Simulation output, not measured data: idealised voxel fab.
Proc. module: voxel wiring stack
Each square cell in cross-section cut measures 5 nm, and the section as a whole is 145 nm wide.
A cross-section is a grid of square cells, given in bands from the top down. A band is one or more rows of cells.
First you get the band's top height and its bottom height, in nm, and then the materials it's made of, left to right, with each width in nm. If you see a single material with "edge to edge", that one covers the band edge to edge. "air" is empty space.
Height reference: 0 = level under which incoming wafer is all one material. Lowest band: no bottom, runs on downward, e.g. "from 0 down".
The width entry "30 to 40" should be interpreted row by row: the top row of cells in the band takes the first number, the bottom row takes the second number, and the change between adjacent rows is uniform throughout.
Where a step carries "no change", the cross-section came out of it unchanged, cell for cell.
Look at "Unvented cavities" for the closed voids: empty spaces with no open path to the top, sized 8 cells or up. Each is width x height at distance, distance from the left edge, all nm.
Where a step's line continues beyond its settings, the continuation is a remark by the simulator itself on that step.
overlay nm: for a step with a mask, the amount by which the mask lay right of where it was planned; a negative amount means left of it.
**The process steps that were planned are listed below**
step 1: RECEIVE with material Si
step 2: CONFORMAL_DEP with material SiO2, thk nm 15
step 3: DIRECTIONAL_DEP with material TiN, thk nm 5
step 4: DIRECTIONAL_DEP with material W, thk nm 15
step 5: MASKED_ETCH with tone cover, mask id METAL_1, width nm 20, pitch nm 45, etch materials W, depth nm 15, overlay nm 0
step 6: MASKED_ETCH with tone cover, mask id METAL_1, width nm 20, pitch nm 45, etch materials TiN, depth nm 5, overlay nm 0
step 7: FILL_DEP with material lowk, thk nm 5
step 8: CMP with height nm 35
step 9: CONFORMAL_DEP with material SiCN, thk nm 5
step 10: DIRECTIONAL_DEP with material lowk, thk nm 15
step 11: DIRECTIONAL_DEP with material aC, thk nm 15
step 12: PATTERN with tone open, mask id PLUG_1, material resist, width nm 15, thk nm 30, overlay nm 0
step 13: DIRECTIONAL_ETCH with etch materials aC, depth nm 15
step 14: STRIP with etch materials resist
step 15: DIRECTIONAL_ETCH with etch materials lowk, depth nm 15
step 16: DIRECTIONAL_ETCH with etch materials SiCN, depth nm 5
step 17: STRIP with etch materials aC
step 18: CONFORMAL_DEP with material TiN, thk nm 5
step 19: FILL_DEP with material Ru, thk nm 5
step 20: CMP with height nm 55
step 21: CONFORMAL_DEP with material SiN, thk nm 5
step 22: DIRECTIONAL_DEP with material SiO2, thk nm 15
step 23: PATTERN with tone open, mask id METAL_2, material resist, width nm 20, pitch nm 45, thk nm 20, overlay nm 0
step 24: DIRECTIONAL_ETCH with etch materials SiO2, depth nm 15
step 25: DIRECTIONAL_ETCH with etch materials SiN, depth nm 5
step 26: STRIP with etch materials resist
step 27: CONFORMAL_DEP with material TiN, thk nm 5
step 28: FILL_DEP with material Ru, thk nm 10
step 29: CMP with height nm 75
step 30: CONFORMAL_DEP with material SiN, thk nm 5
**Cross-section of the incoming wafer, state after step 1**
> from 0 down: Si edge to edge
> Unvented cavities: none
**Cross-section, first of two wafers, end of module, run as planned**
> from 80 to 75: SiN edge to edge
> from 75 to 60: SiO2: 40 | TiN: 5 | Ru: 10 | TiN: 5 | SiO2: 25 | TiN: 5 | Ru: 10 | TiN: 5 | SiO2: 40
> from 60 to 55: SiN: 40 | TiN: 20 | SiN: 25 | TiN: 20 | SiN: 40
> from 55 to 40: lowk: 40 | TiN: 5 | Ru: 5 | TiN: 5 | lowk: 90
> from 40 to 35: SiCN: 40 | TiN: 15 | SiCN: 90
> from 35 to 20: lowk: 40 | W: 20 | lowk: 25 | W: 20 | lowk: 40
> from 20 to 15: lowk: 40 | TiN: 20 | lowk: 25 | TiN: 20 | lowk: 40
> from 15 to 0: SiO2 edge to edge
> from 0 down: Si edge to edge
> Unvented cavities: none
**Second of two wafers, module complete, sectioned: it shares the first wafer's start and plan but was run with one mistake**
> from 80 to 75: SiN edge to edge
> from 75 to 70: TiN: 45 | Ru: 10 | TiN: 35 | Ru: 10 | TiN: 45
> from 70 to 55: SiO2: 40 | TiN: 5 | Ru: 10 | TiN: 5 | SiO2: 25 | TiN: 5 | Ru: 10 | TiN: 5 | SiO2: 40
> from 55 to 50: SiN: 40 | TiN: 20 | SiN: 25 | TiN: 20 | SiN: 40
> from 50 to 40: lowk: 40 | TiN: 5 | Ru: 5 | TiN: 5 | lowk: 90
> from 40 to 35: SiCN: 40 | TiN: 15 | SiCN: 90
> from 35 to 20: lowk: 40 | W: 20 | lowk: 25 | W: 20 | lowk: 40
> from 20 to 15: lowk: 40 | TiN: 20 | lowk: 25 | TiN: 20 | lowk: 40
> from 15 to 0: SiO2 edge to edge
> from 0 down: Si edge to edge
> Unvented cavities: none
It is concluded that the wafer was processed incorrectly with respect to the plan, in that planned and actual differ for step 20; actual: CMP with height nm 50
Final cells, second wafer relative to first, materials higher or lower: +3 Ru | +23 TiN | -26 lowk
